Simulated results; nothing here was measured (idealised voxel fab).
The process module presented herein is designated voxel tone inversion.
160 nm wide, 5 nm square cells: that's cross-section cut.
Just so we're on the same page, the cross-sections are grids of square cells, and they're listed out in bands top to bottom, each band one or more rows deep. For a band, the entry starts with two heights in nm, that of the top and then that of the bottom, and carries on with the band's materials in order from left to right, each alongside its width in nm; the word "throughout" beside a single material means it fills the band edge to edge, and "empty" means empty space. Ref level 0: as-received wafer is one material below here. Bottom band extends down with no lower bound ("0 down"). Note: "30..40" means the width goes from the first number (top row of the band) to the second number (bottom row) in equal steps per row of cells. Key: "no alteration" - step with no changed cell in the cross-section. This entry, "Closed void roster", enumerates those empty regions of no fewer than 8 cells that possess no open connection to the top. Each region is reported in the form width x height at distance, the distance being taken from the left edge, with all three quantities expressed in nm. Past the settings on a step's line: simulator remark, on that step. When a step includes a mask, the "overlay nm" setting on its line states how far to the right of its planned place that mask lay, and negative values state how far to the left. So the way this works: pairs, before and after one process step. The after picture only goes down to the lowest band that actually changed, nothing below. Step and its settings are under each pair. And watch out, pairs might come from different runs of this module, same starting wafer though, so a pair only follows on from the one above if its "before" entry tells you so.

## before
- 0 down  Si throughout
- Closed void roster: none

## As Processed
- 10 to 0  SiN throughout
- At heights below 0, the structure remains unaltered.
- Closed void roster: none
Connecting step for the cross-sections above: CONFORMAL_DEP with material SiN, thk nm 10

before: It is represented by the cross-section appearing after the step of the pair directly above.

## As Processed
- 25 to 10  aC throughout
- At heights below 10, the structure remains unaltered.
- Closed void roster: none
Connecting step for the cross-sections above: DIRECTIONAL_DEP with material aC, thk nm 15

before: It is represented by the cross-section appearing after the step of the pair directly above.

## As Processed
- 45 to 25  20 of empty, then 20 of resist, then 30 of empty, then 20 of resist, then 30 of empty, then 20 of resist, then 20 of empty
- At heights below 25, the structure remains unaltered.
- Closed void roster: none
Connecting step for the cross-sections above: PATTERN with tone cover, mask id POSTS, material resist, width nm 20, pitch nm 50, thk nm 20, overlay nm 0

before: It is represented by the cross-section appearing after the step of the pair directly above.

## As Processed
- 30 to 25  20 of empty, then 20 of resist, then 30 of empty, then 20 of resist, then 30 of empty, then 20 of resist, then 20 of empty
- 25 to 10  20 of empty, then 20 of aC, then 30 of empty, then 20 of aC, then 30 of empty, then 20 of aC, then 20 of empty
- At heights below 10, the structure remains unaltered.
- Closed void roster: none
Connecting step for the cross-sections above: DIRECTIONAL_ETCH with etch materials aC, depth nm 15

before: It is represented by the cross-section appearing after the step of the pair directly above.

## As Processed
- 25 to 10  20 of empty, then 20 of aC, then 30 of empty, then 20 of aC, then 30 of empty, then 20 of aC, then 20 of empty
- At heights below 10, the structure remains unaltered.
- Closed void roster: none
Connecting step for the cross-sections above: STRIP with etch materials resist

before: It is represented by the cross-section appearing after the step of the pair directly above.

## As Processed
- 30 to 25  SiO2 throughout
- 25 to 10  20 of SiO2, then 20 of aC, then 30 of SiO2, then 20 of aC, then 30 of SiO2, then 20 of aC, then 20 of SiO2
- At heights below 10, the structure remains unaltered.
- Closed void roster: none
Connecting step for the cross-sections above: FILL_DEP with material SiO2, thk nm 5

before: It is represented by the cross-section appearing after the step of the pair directly above.

## As Processed
- 25 to 10  20 of SiO2, then 20 of aC, then 30 of SiO2, then 20 of aC, then 30 of SiO2, then 20 of aC, then 20 of SiO2
- At heights below 10, the structure remains unaltered.
- Closed void roster: none
Connecting step for the cross-sections above: CMP with height nm 25

before: It is represented by the cross-section appearing after the step of the pair directly above.

## As Processed
- 25 to 10  20 of SiO2, then 20 of empty, then 30 of SiO2, then 20 of empty, then 30 of SiO2, then 20 of empty, then 20 of SiO2
- At heights below 10, the structure remains unaltered.
- Closed void roster: none
Connecting step for the cross-sections above: STRIP with etch materials aC

## before
- 0 down  Si throughout
- Closed void roster: none

## As Processed
- 15 to 0  aC throughout
- At heights below 0, the structure remains unaltered.
- Closed void roster: none
Connecting step for the cross-sections above: DIRECTIONAL_DEP with material aC, thk nm 15

before: It is represented by the cross-section appearing after the step of the pair directly above.

## As Processed
- 25 to 15  SiN throughout
- At heights below 15, the structure remains unaltered.
- Closed void roster: none
Connecting step for the cross-sections above: CONFORMAL_DEP with material SiN, thk nm 10

before: It is represented by the cross-section appearing after the step of the pair directly above.

## As Processed
- 45 to 25  20 of empty, then 20 of resist, then 30 of empty, then 20 of resist, then 30 of empty, then 20 of resist, then 20 of empty
- At heights below 25, the structure remains unaltered.
- Closed void roster: none
Connecting step for the cross-sections above: PATTERN with tone cover, mask id POSTS, material resist, width nm 20, pitch nm 50, thk nm 20, overlay nm 0

before: It is represented by the cross-section appearing after the step of the pair directly above.

## As Processed
- 30 to 25  20 of empty, then 20 of resist, then 30 of empty, then 20 of resist, then 30 of empty, then 20 of resist, then 20 of empty
- At heights below 25, the structure remains unaltered.
- Closed void roster: none
Connecting step for the cross-sections above: DIRECTIONAL_ETCH with etch materials aC, depth nm 15

before: It is represented by the cross-section appearing after the step of the pair directly above.

## As Processed
- 25 to 15  SiN throughout
- At heights below 15, the structure remains unaltered.
- Closed void roster: none
Connecting step for the cross-sections above: STRIP with etch materials resist

before: It is represented by the cross-section appearing after the step of the pair directly above.

## As Processed
- 30 to 25  SiO2 throughout
- At heights below 25, the structure remains unaltered.
- Closed void roster: none
Connecting step for the cross-sections above: FILL_DEP with material SiO2, thk nm 5

before: It is represented by the cross-section appearing after the step of the pair directly above.

## As Processed
- 25 to 15  SiN throughout
- At heights below 15, the structure remains unaltered.
- Closed void roster: none
Connecting step for the cross-sections above: CMP with height nm 25

## before
- 30 to 25  SiO2 throughout
- 25 to 10  20 of SiO2, then 20 of aC, then 30 of SiO2, then 20 of aC, then 30 of SiO2, then 20 of aC, then 20 of SiO2
- 10 to 0  SiN throughout
- 0 down  Si throughout
- Closed void roster: none

## As Processed
- 20 to 10  20 of SiO2, then 20 of aC, then 30 of SiO2, then 20 of aC, then 30 of SiO2, then 20 of aC, then 20 of SiO2
- At heights below 10, the structure remains unaltered.
- Closed void roster: none
Connecting step for the cross-sections above: CMP with height nm 20

before: It is represented by the cross-section appearing after the step of the pair directly above.

## As Processed
- 20 to 10  20 of SiO2, then 20 of empty, then 30 of SiO2, then 20 of empty, then 30 of SiO2, then 20 of empty, then 20 of SiO2
- At heights below 10, the structure remains unaltered.
- Closed void roster: none
Connecting step for the cross-sections above: STRIP with etch materials aC

## before
- 25 to 10  aC throughout
- 10 to 0  SiN throughout
- 0 down  Si throughout
- Closed void roster: none

## As Processed
- 45 to 25  25 of empty, then 15 of resist, then 35 of empty, then 15 of resist, then 35 of empty, then 15 of resist, then 20 of empty
- At heights below 25, the structure remains unaltered.
- Closed void roster: none
Connecting step for the cross-sections above: PATTERN with tone cover, mask id POSTS, material resist, width nm 15, pitch nm 50, thk nm 20, overlay nm 0

before: It is represented by the cross-section appearing after the step of the pair directly above.

## As Processed
- 30 to 25  25 of empty, then 15 of resist, then 35 of empty, then 15 of resist, then 35 of empty, then 15 of resist, then 20 of empty
- 25 to 10  25 of empty, then 15 of aC, then 35 of empty, then 15 of aC, then 35 of empty, then 15 of aC, then 20 of empty
- At heights below 10, the structure remains unaltered.
- Closed void roster: none
Connecting step for the cross-sections above: DIRECTIONAL_ETCH with etch materials aC, depth nm 15

before: It is represented by the cross-section appearing after the step of the pair directly above.

## As Processed
- 25 to 10  25 of empty, then 15 of aC, then 35 of empty, then 15 of aC, then 35 of empty, then 15 of aC, then 20 of empty
- At heights below 10, the structure remains unaltered.
- Closed void roster: none
Connecting step for the cross-sections above: STRIP with etch materials resist

before: It is represented by the cross-section appearing after the step of the pair directly above.

## As Processed
- 30 to 25  SiO2 throughout
- 25 to 10  25 of SiO2, then 15 of aC, then 35 of SiO2, then 15 of aC, then 35 of SiO2, then 15 of aC, then 20 of SiO2
- At heights below 10, the structure remains unaltered.
- Closed void roster: none
Connecting step for the cross-sections above: FILL_DEP with material SiO2, thk nm 5

before: It is represented by the cross-section appearing after the step of the pair directly above.

## As Processed
- 25 to 10  25 of SiO2, then 15 of aC, then 35 of SiO2, then 15 of aC, then 35 of SiO2, then 15 of aC, then 20 of SiO2
- At heights below 10, the structure remains unaltered.
- Closed void roster: none
Connecting step for the cross-sections above: CMP with height nm 25

before: It is represented by the cross-section appearing after the step of the pair directly above.

## As Processed
- 25 to 10  25 of SiO2, then 15 of empty, then 35 of SiO2, then 15 of empty, then 35 of SiO2, then 15 of empty, then 20 of SiO2
- At heights below 10, the structure remains unaltered.
- Closed void roster: none
Connecting step for the cross-sections above: STRIP with etch materials aC

## before
- 25 to 10  aC throughout
- 10 to 0  SiN throughout
- 0 down  Si throughout
- Closed void roster: none

## As Processed
- 45 to 25  15 of empty, then 20 of resist, then 30 of empty, then 20 of resist, then 30 of empty, then 20 of resist, then 25 of empty
- At heights below 25, the structure remains unaltered.
- Closed void roster: none
Connecting step for the cross-sections above: PATTERN with tone cover, mask id POSTS, material resist, width nm 20, pitch nm 50, thk nm 20, overlay nm -5

before: It is represented by the cross-section appearing after the step of the pair directly above.

## As Processed
- 30 to 25  15 of empty, then 20 of resist, then 30 of empty, then 20 of resist, then 30 of empty, then 20 of resist, then 25 of empty
- 25 to 10  15 of empty, then 20 of aC, then 30 of empty, then 20 of aC, then 30 of empty, then 20 of aC, then 25 of empty
- At heights below 10, the structure remains unaltered.
- Closed void roster: none
Connecting step for the cross-sections above: DIRECTIONAL_ETCH with etch materials aC, depth nm 15

before: It is represented by the cross-section appearing after the step of the pair directly above.

## As Processed
- 25 to 10  15 of empty, then 20 of aC, then 30 of empty, then 20 of aC, then 30 of empty, then 20 of aC, then 25 of empty
- At heights below 10, the structure remains unaltered.
- Closed void roster: none
Connecting step for the cross-sections above: STRIP with etch materials resist

before: It is represented by the cross-section appearing after the step of the pair directly above.

## As Processed
- 30 to 25  SiO2 throughout
- 25 to 10  15 of SiO2, then 20 of aC, then 30 of SiO2, then 20 of aC, then 30 of SiO2, then 20 of aC, then 25 of SiO2
- At heights below 10, the structure remains unaltered.
- Closed void roster: none
Connecting step for the cross-sections above: FILL_DEP with material SiO2, thk nm 5

before: It is represented by the cross-section appearing after the step of the pair directly above.

## As Processed
- 25 to 10  15 of SiO2, then 20 of aC, then 30 of SiO2, then 20 of aC, then 30 of SiO2, then 20 of aC, then 25 of SiO2
- At heights below 10, the structure remains unaltered.
- Closed void roster: none
Connecting step for the cross-sections above: CMP with height nm 25

before: It is represented by the cross-section appearing after the step of the pair directly above.

## As Processed
- 25 to 10  15 of SiO2, then 20 of empty, then 30 of SiO2, then 20 of empty, then 30 of SiO2, then 20 of empty, then 25 of SiO2
- At heights below 10, the structure remains unaltered.
- Closed void roster: none
Connecting step for the cross-sections above: STRIP with etch materials aC

## before
- 10 to 0  SiN throughout
- 0 down  Si throughout
- Closed void roster: none

## As Processed
- 25 to 0  SiN throughout
- At heights below 0, the structure remains unaltered.
- Closed void roster: none
Connecting step for the cross-sections above: DIRECTIONAL_DEP with material SiN, thk nm 15

before: It is represented by the cross-section appearing after the step of the pair directly above.

## As Processed
- 45 to 25  20 of empty, then 20 of resist, then 30 of empty, then 20 of resist, then 30 of empty, then 20 of resist, then 20 of empty
- At heights below 25, the structure remains unaltered.
- Closed void roster: none
Connecting step for the cross-sections above: PATTERN with tone cover, mask id POSTS, material resist, width nm 20, pitch nm 50, thk nm 20, overlay nm 0

before: It is represented by the cross-section appearing after the step of the pair directly above.

## As Processed
- 30 to 25  20 of empty, then 20 of resist, then 30 of empty, then 20 of resist, then 30 of empty, then 20 of resist, then 20 of empty
- At heights below 25, the structure remains unaltered.
- Closed void roster: none
Connecting step for the cross-sections above: DIRECTIONAL_ETCH with etch materials aC, depth nm 15

before: It is represented by the cross-section appearing after the step of the pair directly above.

## As Processed
- 25 to 0  SiN throughout
- At heights below 0, the structure remains unaltered.
- Closed void roster: none
Connecting step for the cross-sections above: STRIP with etch materials resist

before: It is represented by the cross-section appearing after the step of the pair directly above.

## As Processed
- 30 to 25  SiO2 throughout
- At heights below 25, the structure remains unaltered.
- Closed void roster: none
Connecting step for the cross-sections above: FILL_DEP with material SiO2, thk nm 5

before: It is represented by the cross-section appearing after the step of the pair directly above.

## As Processed
- 25 to 0  SiN throughout
- At heights below 0, the structure remains unaltered.
- Closed void roster: none
Connecting step for the cross-sections above: CMP with height nm 25

## before
- 25 to 10  aC throughout
- 10 to 0  SiN throughout
- 0 down  Si throughout
- Closed void roster: none

## As Processed
- 45 to 25  20 of resist, then 20 of empty, then 30 of resist, then 20 of empty, then 30 of resist, then 20 of empty, then 20 of resist
- At heights below 25, the structure remains unaltered.
- Closed void roster: none
Connecting step for the cross-sections above: PATTERN with tone open, mask id POSTS, material resist, width nm 20, pitch nm 50, thk nm 20, overlay nm 0

before: It is represented by the cross-section appearing after the step of the pair directly above.

## As Processed
- 30 to 25  20 of resist, then 20 of empty, then 30 of resist, then 20 of empty, then 30 of resist, then 20 of empty, then 20 of resist
- 25 to 10  20 of aC, then 20 of empty, then 30 of aC, then 20 of empty, then 30 of aC, then 20 of empty, then 20 of aC
- At heights below 10, the structure remains unaltered.
- Closed void roster: none
Connecting step for the cross-sections above: DIRECTIONAL_ETCH with etch materials aC, depth nm 15

before: It is represented by the cross-section appearing after the step of the pair directly above.

## As Processed
- 25 to 10  20 of aC, then 20 of empty, then 30 of aC, then 20 of empty, then 30 of aC, then 20 of empty, then 20 of aC
- At heights below 10, the structure remains unaltered.
- Closed void roster: none
Connecting step for the cross-sections above: STRIP with etch materials resist

before: It is represented by the cross-section appearing after the step of the pair directly above.

## As Processed
- 30 to 25  SiO2 throughout
- 25 to 10  20 of aC, then 20 of SiO2, then 30 of aC, then 20 of SiO2, then 30 of aC, then 20 of SiO2, then 20 of aC
- At heights below 10, the structure remains unaltered.
- Closed void roster: none
Connecting step for the cross-sections above: FILL_DEP with material SiO2, thk nm 5

before: It is represented by the cross-section appearing after the step of the pair directly above.

## As Processed
- 25 to 10  20 of aC, then 20 of SiO2, then 30 of aC, then 20 of SiO2, then 30 of aC, then 20 of SiO2, then 20 of aC
- At heights below 10, the structure remains unaltered.
- Closed void roster: none
Connecting step for the cross-sections above: CMP with height nm 25

before: It is represented by the cross-section appearing after the step of the pair directly above.

## As Processed
- 25 to 10  20 of empty, then 20 of SiO2, then 30 of empty, then 20 of SiO2, then 30 of empty, then 20 of SiO2, then 20 of empty
- At heights below 10, the structure remains unaltered.
- Closed void roster: none
Connecting step for the cross-sections above: STRIP with etch materials aC
